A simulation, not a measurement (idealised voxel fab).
process module | voxel plated lines
cross-section cut | 290 nm wide | cells 5 nm
A cross-section is a grid of square cells, given in bands from the top down. A band is one or more rows of cells.
Each band's line starts with the height of the band's top and of its bottom, in nm. Then come its materials from left to right, each with its width in nm. One material with "throughout" fills the band from edge to edge. "air" is empty space.
Height 0 is the level under which the wafer as received is all one material. The lowest band goes on downwards, as in "0 down".
A width such as "30 to 40" changes by the same amount from each row of cells to the next, from the band's top row to its bottom row.
"no change" after a step means that no cell of the cross-section changed.
closed voids: empty space of 8 cells or more with no open way to the top, each as width x height at its distance from the left edge, in nm
after a step's settings: what the simulator itself notes on the step
overlay nm, on a step with a mask: how far to the right of its planned place the mask lay; to the left if negative
plan
1 op RECEIVE | material Si
2 op CONFORMAL_DEP | material Al2O3 | thk nm 10
3 op DIRECTIONAL_DEP | material TiN | thk nm 5
4 op PATTERN | tone open | mask id LINES | material resist | width nm 20 | pitch nm 35 | thk nm 35 | overlay nm 0
5 op EPI | material Ru | thk nm 5
6 op EPI | material Ru | thk nm 5
7 op EPI | material Ru | thk nm 10
8 op STRIP | etch materials resist
9 op DIRECTIONAL_ETCH | etch materials TiN | depth nm 5
10 op CONFORMAL_DEP | material SiCN | thk nm 5
first wafer, as planned
as received, after step 1
  0 down: Si throughout
  closed voids: none
after step 2
  10 to 0: Al2O3 throughout
  below 0: unchanged
after step 3
  15 to 10: TiN throughout
  below 10: unchanged
after step 4
  50 to 15: resist 80 | air 20 | resist 15 | air 20 | resist 15 | air 20 | resist 15 | air 20 | resist 85
  below 15: unchanged
after step 5
  50 to 20: resist 80 | air 20 | resist 15 | air 20 | resist 15 | air 20 | resist 15 | air 20 | resist 85
  20 to 15: resist 80 | Ru 20 | resist 15 | Ru 20 | resist 15 | Ru 20 | resist 15 | Ru 20 | resist 85
  below 15: unchanged
after step 6
  50 to 25: resist 80 | air 20 | resist 15 | air 20 | resist 15 | air 20 | resist 15 | air 20 | resist 85
  25 to 15: resist 80 | Ru 20 | resist 15 | Ru 20 | resist 15 | Ru 20 | resist 15 | Ru 20 | resist 85
  below 15: unchanged
after step 7
  50 to 35: resist 80 | air 20 | resist 15 | air 20 | resist 15 | air 20 | resist 15 | air 20 | resist 85
  35 to 15: resist 80 | Ru 20 | resist 15 | Ru 20 | resist 15 | Ru 20 | resist 15 | Ru 20 | resist 85
  below 15: unchanged
after step 8
  35 to 15: air 80 | Ru 20 | air 15 | Ru 20 | air 15 | Ru 20 | air 15 | Ru 20 | air 85
  below 15: unchanged
after step 9
  35 to 15: air 80 | Ru 20 | air 15 | Ru 20 | air 15 | Ru 20 | air 15 | Ru 20 | air 85
  15 to 10: air 80 | TiN 20 | air 15 | TiN 20 | air 15 | TiN 20 | air 15 | TiN 20 | air 85
  below 10: unchanged
after step 10
  40 to 35: air 75 | SiCN 30 | air 5 | SiCN 30 | air 5 | SiCN 30 | air 5 | SiCN 30 | air 80
  35 to 15: air 75 | SiCN 5 | Ru 20 | SiCN 5 | air 5 | SiCN 5 | Ru 20 | SiCN 5 | air 5 | SiCN 5 | Ru 20 | SiCN 5 | air 5 | SiCN 5 | Ru 20 | SiCN 5 | air 80
  15 to 10: SiCN 80 | TiN 20 | SiCN 15 | TiN 20 | SiCN 15 | TiN 20 | SiCN 15 | TiN 20 | SiCN 85
  below 10: unchanged
second wafer: like start, like plan, one mistake. Through step 3 it matches the first wafer
when step 4 should have ended
  50 to 15: air 80 | resist 20 | air 15 | resist 20 | air 15 | resist 20 | air 15 | resist 20 | air 85
  below 15: unchanged
when step 5 should have ended
  50 to 20: air 80 | resist 20 | air 15 | resist 20 | air 15 | resist 20 | air 15 | resist 20 | air 85
  20 to 15: Ru 80 | resist 20 | Ru 15 | resist 20 | Ru 15 | resist 20 | Ru 15 | resist 20 | Ru 85
  below 15: unchanged
when step 6 should have ended
  50 to 25: air 80 | resist 20 | air 15 | resist 20 | air 15 | resist 20 | air 15 | resist 20 | air 85
  25 to 15: Ru 80 | resist 20 | Ru 15 | resist 20 | Ru 15 | resist 20 | Ru 15 | resist 20 | Ru 85
  below 15: unchanged
when step 7 should have ended
  50 to 35: air 80 | resist 20 | air 15 | resist 20 | air 15 | resist 20 | air 15 | resist 20 | air 85
  35 to 15: Ru 80 | resist 20 | Ru 15 | resist 20 | Ru 15 | resist 20 | Ru 15 | resist 20 | Ru 85
  below 15: unchanged
when step 8 should have ended
  35 to 15: Ru 80 | air 20 | Ru 15 | air 20 | Ru 15 | air 20 | Ru 15 | air 20 | Ru 85
  below 15: unchanged
when step 9 should have ended
  35 to 15: Ru 80 | air 20 | Ru 15 | air 20 | Ru 15 | air 20 | Ru 15 | air 20 | Ru 85
  15 to 10: TiN 80 | air 20 | TiN 15 | air 20 | TiN 15 | air 20 | TiN 15 | air 20 | TiN 85
  below 10: unchanged
when step 10 should have ended
  40 to 35: SiCN 85 | air 10 | SiCN 25 | air 10 | SiCN 25 | air 10 | SiCN 25 | air 10 | SiCN 90
  35 to 15: Ru 80 | SiCN 5 | air 10 | SiCN 5 | Ru 15 | SiCN 5 | air 10 | SiCN 5 | Ru 15 | SiCN 5 | air 10 | SiCN 5 | Ru 15 | SiCN 5 | air 10 | SiCN 5 | Ru 85
  15 to 10: TiN 80 | SiCN 20 | TiN 15 | SiCN 20 | TiN 15 | SiCN 20 | TiN 15 | SiCN 20 | TiN 85
  below 10: unchanged
what went wrong: step 4 ran as: op PATTERN | tone cover | mask id LINES | material resist | width nm 20 | pitch nm 35 | thk nm 35 | overlay nm 0
at the end the second wafer has, in cells: 104 more of Ru | 26 more of TiN
